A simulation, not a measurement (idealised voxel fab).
process module | voxel spacer lines
cross-section cut | 155 nm wide | cells 5 nm
A cross-section is a grid of square cells, given in bands from the top down. A band is one or more rows of cells.
Each band's line starts with the height of the band's top and of its bottom, in nm. Then come its materials from left to right, each with its width in nm. One material with "throughout" fills the band from edge to edge. "air" is empty space.
Height 0 is the level under which the wafer as received is all one material. The lowest band goes on downwards, as in "0 down".
A width such as "30 to 40" changes by the same amount from each row of cells to the next, from the band's top row to its bottom row.
"no change" after a step means that no cell of the cross-section changed.
closed voids: empty space of 8 cells or more with no open way to the top, each as width x height at its distance from the left edge, in nm
after a step's settings: what the simulator itself notes on the step
overlay nm, on a step with a mask: how far to the right of its planned place the mask lay; to the left if negative
plan
1 op RECEIVE | material Si
2 op CONFORMAL_DEP | material Al2O3 | thk nm 5
3 op DIRECTIONAL_DEP | material W | thk nm 20
4 op DIRECTIONAL_DEP | material polySi | thk nm 25
5 op PATTERN | tone cover | mask id MANDREL | material resist | width nm 15 | pitch nm 50 | thk nm 30 | overlay nm -5
6 op DIRECTIONAL_ETCH | etch materials polySi | depth nm 25
7 op STRIP | etch materials resist
8 op CONFORMAL_DEP | material SiO2 | thk nm 10
9 op DIRECTIONAL_ETCH | etch materials SiO2 | depth nm 10
10 op STRIP | etch materials polySi
11 op DIRECTIONAL_ETCH | etch materials W | depth nm 20
12 op STRIP | etch materials SiO2
13 op FILL_DEP | material SiO2 | thk nm 5
14 op CMP | height nm 25
varied across the wafers: overlay nm of step 5. The plan shows the first wafer's value. All wafers start alike
first wafer as received, after step 1
  0 down: Si throughout
  closed voids: none
each wafer at the end: cells of each material gained (+) or lost (-) since it was received, then its closed voids
overlay nm -5 | +31 Al2O3 | +76 SiO2 | +48 W | closed voids: none
overlay nm 0 | +31 Al2O3 | +76 SiO2 | +48 W | closed voids: none
overlay nm 5 | +31 Al2O3 | +76 SiO2 | +48 W | closed voids: none
